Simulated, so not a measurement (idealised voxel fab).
Presented below is a process module, voxel self aligned contacts.
215 nm wide, 5 nm square cells: that's cross-section cut.
A cross-section is a grid of square cells, given in bands from the top down. A band is one or more rows of cells.
Top height, bottom height, nm. Materials left to right, width each, nm. Single material + "full width" = fills band edge to edge. "empty" = empty.
For the purposes of this specification, 0 denotes the height below which the wafer in its as-received condition is composed wholly of one material, and the lowermost band, lacking a lower limit, extends downward without end, as expressed in "0 -> down".
A width such as "30 to 40" changes by the same amount from each row of cells to the next, from the band's top row to its bottom row.
Where a step carries "nothing changed", the cross-section came out of it unchanged, cell for cell.
In "Enclosed void inventory" the enclosed voids are listed, meaning empty spaces of 8 cells or larger without any opening to the top. The form is width x height at distance, distance from the left edge, units nm.
If you see something after the settings on a step's line, that's the simulator's own remark about that step.
overlay nm: on a step with a mask, how far right of its planned place the mask lay; negative means left.

# Process steps (planned)
1,RECEIVE (material Si)
2,OXIDIZE (depth nm 5)
3,DIRECTIONAL_DEP (material polySi; thk nm 20)
4,DIRECTIONAL_DEP (material SiN; thk nm 20)
5,PATTERN (tone cover; mask id GATE; material resist; width nm 25; pitch nm 60; thk nm 20; overlay nm -15)
6,DIRECTIONAL_ETCH (etch materials SiN; depth nm 20)
7,DIRECTIONAL_ETCH (etch materials polySi; depth nm 20)
8,STRIP (etch materials resist)
9,CONFORMAL_DEP (material SiN; thk nm 10)
10,DIRECTIONAL_ETCH (etch materials SiN; depth nm 10)
11,FILL_DEP (material SiO2; thk nm 15)
12,CMP (height nm 45)
13,DIRECTIONAL_DEP (material aC; thk nm 15)
14,PATTERN (tone open; mask id CONTACT; material resist; width nm 45; pitch nm 60; thk nm 35; overlay nm 0)
15,DIRECTIONAL_ETCH (etch materials aC; depth nm 15)
16,STRIP (etch materials resist)
17,DIRECTIONAL_ETCH (etch materials SiO2; depth nm 50)
18,STRIP (etch materials aC)
19,CONFORMAL_DEP (material TiN; thk nm 5)
20,FILL_DEP (material W; thk nm 5)
21,CMP (height nm 45)
22,CONFORMAL_DEP (material SiN; thk nm 5)
Split variable: overlay nm, step 5. Plan value = first wafer. Wafers start alike.

# Cross-section of the first of several wafers on receipt, reflecting completion of step 1
  0 -> down = Si full width
  Enclosed void inventory: none

# Quick look at the cross-section of the first of several wafers after step 22, which wraps up the module
  50 -> 45 = SiN full width
  45 -> 40 = SiO2 (55); TiN (5); W (5); TiN (35); SiO2 (15); TiN (5); W (5); TiN (35); SiO2 (55)
  40 -> 20 = SiO2 (10); SiN (45); TiN (5); W (5); TiN (5); SiN (45); TiN (5); W (5); TiN (5); SiN (45); SiO2 (40)
  20 -> 0 = SiO2 (10); SiN (10); polySi (25); SiN (10); TiN (5); W (5); TiN (5); SiN (10); polySi (25); SiN (10); TiN (5); W (5); TiN (5); SiN (10); polySi (25); SiN (10); SiO2 (40)
  0 -> -5 = SiO2 (55); TiN (15); SiO2 (45); TiN (15); SiO2 (85)
  -5 -> down = Si full width
  Enclosed void inventory: none

# Last wafer x-sec, end of module
  50 -> 45 = SiN full width
  45 -> 40 = SiO2 (55); TiN (35); W (5); TiN (5); SiO2 (15); TiN (35); W (5); TiN (5); SiO2 (55)
  40 -> 20 = SiO2 (40); SiN (45); TiN (5); W (5); TiN (5); SiN (45); TiN (5); W (5); TiN (5); SiN (45); SiO2 (10)
  20 -> 0 = SiO2 (40); SiN (10); polySi (25); SiN (10); TiN (5); W (5); TiN (5); SiN (10); polySi (25); SiN (10); TiN (5); W (5); TiN (5); SiN (10); polySi (25); SiN (10); SiO2 (10)
  0 -> -5 = SiO2 (85); TiN (15); SiO2 (45); TiN (15); SiO2 (55)
  -5 -> down = Si full width
  Enclosed void inventory: none

# The following table contains a row per wafer, in which are reported, at the conclusion of the module, the cells of each material gained (+) or lost (-) since the wafer's receipt, with its closed voids given thereafter
overlay nm -15 | -43 Si | +199 SiN | +142 SiO2 | +54 TiN | +18 W | +60 polySi | Enclosed void inventory: none
overlay nm -10 | -43 Si | +199 SiN | +142 SiO2 | +54 TiN | +18 W | +60 polySi | Enclosed void inventory: none
overlay nm -5 | -43 Si | +199 SiN | +142 SiO2 | +54 TiN | +18 W | +60 polySi | Enclosed void inventory: none
overlay nm 0 | -43 Si | +199 SiN | +142 SiO2 | +54 TiN | +18 W | +60 polySi | Enclosed void inventory: none
overlay nm 5 | -43 Si | +199 SiN | +142 SiO2 | +54 TiN | +18 W | +60 polySi | Enclosed void inventory: none
overlay nm 10 | -43 Si | +199 SiN | +142 SiO2 | +54 TiN | +18 W | +60 polySi | Enclosed void inventory: none
overlay nm 15 | -43 Si | +199 SiN | +142 SiO2 | +54 TiN | +18 W | +60 polySi | Enclosed void inventory: none
